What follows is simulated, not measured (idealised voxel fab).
Herein follows the process module entitled voxel transistor to metal.
Xsec cut, 285 nm wide, square cell size 5 nm.
Square cells in a grid make up a cross-section in this document, and the grid is given as bands, listed from the top down, each one or more rows of cells. Heights first: top, then bottom, in nm. Then materials, left to right, each with a width in nm. "throughout" on a single material: fills the band edge to edge. "air": empty space. Below 0: as-received wafer, all one material; heights counted from there. Lowest band: no bottom, goes on down, written "0..down". Graded width ("30..40"): value in top row of band = first number; value in bottom row = second number; row-to-row change constant. What does "identical to before" mean for a step? It means no cell of the cross-section changed in that step. "Closed void roster" lists enclosed empty spaces (at least 8 cells, no open path upward to the top), each as width x height at distance from the left edge, in nm. On each step's line, the part that comes after the settings is the simulator's own comment on the step. For masked steps, "overlay nm" on the step line gives how far right of plan the mask actually lay; a minus sign means it lay to the left.
So here's the lineup of process steps we planned
| 1 | RECEIVE | material Si |
| 2 | CONFORMAL_DEP | material SiO2 | thk nm 5 |
| 3 | CONFORMAL_DEP | material SiN | thk nm 10 |
| 4 | PATTERN | tone cover | mask id ACTIVE | material resist | width nm 110 | pitch nm 135 | thk nm 20 | overlay nm 0 |
| 5 | DIRECTIONAL_ETCH | etch materials SiN | depth nm 10 |
| 6 | DIRECTIONAL_ETCH | etch materials SiO2 | depth nm 5 |
| 7 | DIRECTIONAL_ETCH | etch materials Si | depth nm 25 |
| 8 | STRIP | etch materials resist |
| 9 | FILL_DEP | material SiO2 | thk nm 5 |
| 10 | CMP | height nm 15 |
| 11 | SELECTIVE_ETCH | etch materials SiO2 | depth nm 5 |
| 12 | STRIP | etch materials SiN |
| 13 | SELECTIVE_ETCH | etch materials SiO2 | depth nm 5 |
| 14 | OXIDIZE | depth nm 5 |
| 15 | DIRECTIONAL_DEP | material polySi | thk nm 30 |
| 16 | DIRECTIONAL_DEP | material SiCN | thk nm 10 |
| 17 | MASKED_ETCH | tone cover | mask id GATE | width nm 20 | pitch nm 135 | etch materials SiCN | depth nm 20 | overlay nm 0 |
| 18 | MASKED_ETCH | tone cover | mask id GATE | width nm 20 | pitch nm 135 | etch materials polySi | depth nm 40 | overlay nm 0 |
| 19 | CONFORMAL_DEP | material SiO2 | thk nm 5 |
| 20 | DIRECTIONAL_ETCH | etch materials SiO2 | depth nm 5 |
| 21 | CONFORMAL_DEP | material SiN | thk nm 10 |
| 22 | DIRECTIONAL_ETCH | etch materials SiN | depth nm 10 |
| 23 | DIRECTIONAL_ETCH | etch materials SiO2 | depth nm 5 |
| 24 | EPI | material SiGe | thk nm 5 |
| 25 | FILL_DEP | material SiO2 | thk nm 5 |
| 26 | CMP | height nm 40 |
| 27 | DIRECTIONAL_DEP | material SiO2 | thk nm 15 |
| 28 | PATTERN | tone open | mask id CONTACT | material resist | width nm 30 | thk nm 20 | overlay nm 0 |
| 29 | DIRECTIONAL_ETCH | etch materials SiO2 | depth nm 55 |
| 30 | STRIP | etch materials resist |
| 31 | CONFORMAL_DEP | material TiN | thk nm 5 |
| 32 | FILL_DEP | material W | thk nm 5 |
| 33 | CMP | height nm 55 |
| 34 | DIRECTIONAL_DEP | material TiN | thk nm 5 |
| 35 | DIRECTIONAL_DEP | material Ru | thk nm 25 |
| 36 | PATTERN | tone cover | mask id METAL_1 | material resist | width nm 20 | thk nm 15 | overlay nm 0 |
| 37 | DIRECTIONAL_ETCH | etch materials Ru | depth nm 25 |
| 38 | DIRECTIONAL_ETCH | etch materials TiN | depth nm 5 |
| 39 | STRIP | etch materials resist |
| 40 | FILL_DEP | material SiO2 | thk nm 5 |
| 41 | CMP | height nm 85 |
| 42 | CONFORMAL_DEP | material SiCN | thk nm 5 |
Incoming wafer in cross-section (state: after step 1)
	0..down | Si throughout
	Closed void roster: none
As-planned run: cross-section of the first of two wafers at end of module
	90..85 | SiCN throughout
	85..60 | SiO2: 30  Ru: 20  SiO2: 50  Ru: 20  SiO2: 45  Ru: 20  SiO2: 50  Ru: 20  SiO2: 30
	60..55 | SiO2: 30  TiN: 20  SiO2: 50  TiN: 20  SiO2: 45  TiN: 20  SiO2: 50  TiN: 20  SiO2: 30
	55..45 | SiO2: 30  TiN: 5  W: 20  TiN: 5  SiO2: 30  TiN: 5  W: 20  TiN: 5  SiO2: 45  TiN: 5  W: 20  TiN: 5  SiO2: 30  TiN: 5  W: 20  TiN: 5  SiO2: 30
	45..40 | SiO2: 30  TiN: 5  W: 10  TiN: 15  SiO2: 30  TiN: 15  W: 10  TiN: 5  SiO2: 45  TiN: 5  W: 10  TiN: 15  SiO2: 30  TiN: 15  W: 10  TiN: 5  SiO2: 30
	40..30 | SiO2: 30  TiN: 5  W: 10  TiN: 5  SiN: 10  SiO2: 5  SiCN: 20  SiO2: 5  SiN: 10  TiN: 5  W: 10  TiN: 5  SiO2: 45  TiN: 5  W: 10  TiN: 5  SiN: 10  SiO2: 5  SiCN: 20  SiO2: 5  SiN: 10  TiN: 5  W: 10  TiN: 5  SiO2: 30
	30..5 | SiO2: 30  TiN: 5  W: 10  TiN: 5  SiN: 10  SiO2: 5  polySi: 20  SiO2: 5  SiN: 10  TiN: 5  W: 10  TiN: 5  SiO2: 45  TiN: 5  W: 10  TiN: 5  SiN: 10  SiO2: 5  polySi: 20  SiO2: 5  SiN: 10  TiN: 5  W: 10  TiN: 5  SiO2: 30
	5..0 | SiO2: 20  SiN: 10  TiN: 20  SiN: 10  SiO2: 5  polySi: 20  SiO2: 5  SiN: 10  TiN: 20  SiN: 10  SiO2: 25  SiN: 10  TiN: 20  SiN: 10  SiO2: 5  polySi: 20  SiO2: 5  SiN: 10  TiN: 20  SiN: 10  SiO2: 20
	0..-5 | SiO2: 30  SiGe: 20  SiO2: 50  SiGe: 20  SiO2: 45  SiGe: 20  SiO2: 50  SiGe: 20  SiO2: 30
	-5..-25 | SiO2: 20  Si: 110  SiO2: 25  Si: 110  SiO2: 20
	-25..down | Si throughout
	Closed void roster: none
End of module, second wafer, cross-section. Started like the first, planned like the first, run with one mistake
	90..85 | SiCN throughout
	85..60 | SiO2: 30  Ru: 20  SiO2: 50  Ru: 20  SiO2: 45  Ru: 20  SiO2: 50  Ru: 20  SiO2: 30
	60..55 | SiO2: 30  TiN: 20  SiO2: 50  TiN: 20  SiO2: 45  TiN: 20  SiO2: 50  TiN: 20  SiO2: 30
	55..40 | SiN throughout
	40..30 | SiO2: 50  SiN: 10  SiO2: 5  SiCN: 20  SiO2: 5  SiN: 10  SiO2: 85  SiN: 10  SiO2: 5  SiCN: 20  SiO2: 5  SiN: 10  SiO2: 50
	30..5 | SiO2: 50  SiN: 10  SiO2: 5  polySi: 20  SiO2: 5  SiN: 10  SiO2: 85  SiN: 10  SiO2: 5  polySi: 20  SiO2: 5  SiN: 10  SiO2: 50
	5..0 | SiO2: 20  SiN: 10  SiO2: 20  SiN: 10  SiO2: 5  polySi: 20  SiO2: 5  SiN: 10  SiO2: 20  SiN: 10  SiO2: 25  SiN: 10  SiO2: 20  SiN: 10  SiO2: 5  polySi: 20  SiO2: 5  SiN: 10  SiO2: 20  SiN: 10  SiO2: 20
	0..-5 | SiO2: 30  SiGe: 20  SiO2: 50  SiGe: 20  SiO2: 45  SiGe: 20  SiO2: 50  SiGe: 20  SiO2: 30
	-5..-25 | SiO2: 20  Si: 110  SiO2: 25  Si: 110  SiO2: 20
	-25..down | Si throughout
	Closed void roster: none
Run error: step 27 was processed under conditions differing from the plan, specifically as DIRECTIONAL_DEP | material SiN | thk nm 15
Looking at both finished wafers in cells, the second ends up ahead of or behind the first on some materials: 171 more of SiN; 29 more of SiO2; 104 fewer of TiN; 96 fewer of W
